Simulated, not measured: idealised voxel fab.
A process module follows: voxel spacer lines.
Displayed cross-section: cut, width of 260 nm, square cells sized 5 nm.
Each cross-section below is a grid of square cells, stated as bands in top-down order, with one or more rows of cells making up each band. Band: top height; bottom height; in nm. Then, left to right: material with width in nm, for each material. "throughout": a single material spanning edge to edge. "empty": empty space. Heights are reckoned from 0. Under this level, the received wafer is all of one material. The bottommost band is open-ended downward, for example "0 -> down". Width: "30 to 40" (first number = top row, second number = bottom row, same change from row to row of cells). The cross-section has no changed cell in any step marked "nothing altered". "Voids, sealed" - sealed voids, min. 8 cells, no opening to top; format: width x height at distance (distance from left edge; nm throughout). Heads up: the bit after the settings on a step's line is the simulator's remark on that step. overlay nm, on a step with a mask: how far to the right of its planned place the mask lay; to the left if negative.

These are the steps we planned for the process
step 1: RECEIVE with material Si
step 2: CONFORMAL_DEP with material Al2O3, thk nm 5
step 3: DIRECTIONAL_DEP with material SiN, thk nm 10
step 4: DIRECTIONAL_DEP with material aC, thk nm 20
step 5: PATTERN with tone cover, mask id MANDREL, material resist, width nm 25, pitch nm 70, thk nm 30, overlay nm 0
step 6: DIRECTIONAL_ETCH with etch materials aC, depth nm 20
step 7: STRIP with etch materials resist
step 8: CONFORMAL_DEP with material SiO2, thk nm 10
step 9: DIRECTIONAL_ETCH with etch materials SiO2, depth nm 10
step 10: STRIP with etch materials aC
step 11: DIRECTIONAL_ETCH with etch materials SiN, depth nm 10
step 12: STRIP with etch materials SiO2
step 13: FILL_DEP with material SiO2, thk nm 10
step 14: CMP with height nm 15

Cross-section of the wafer upon arrival, representing the state reached after step 1
  0 -> down: Si throughout
  Voids, sealed: none

Cross-sectional result after module completion. Note: starting condition and plan are unchanged from above; one processing mistake was made
  15 -> 5: aC throughout
  5 -> 0: Al2O3 throughout
  0 -> down: Si throughout
  Voids, sealed: none
Here's what went sideways: the processing plan was not followed for steps 3 and 4, which were run with their positions exchanged
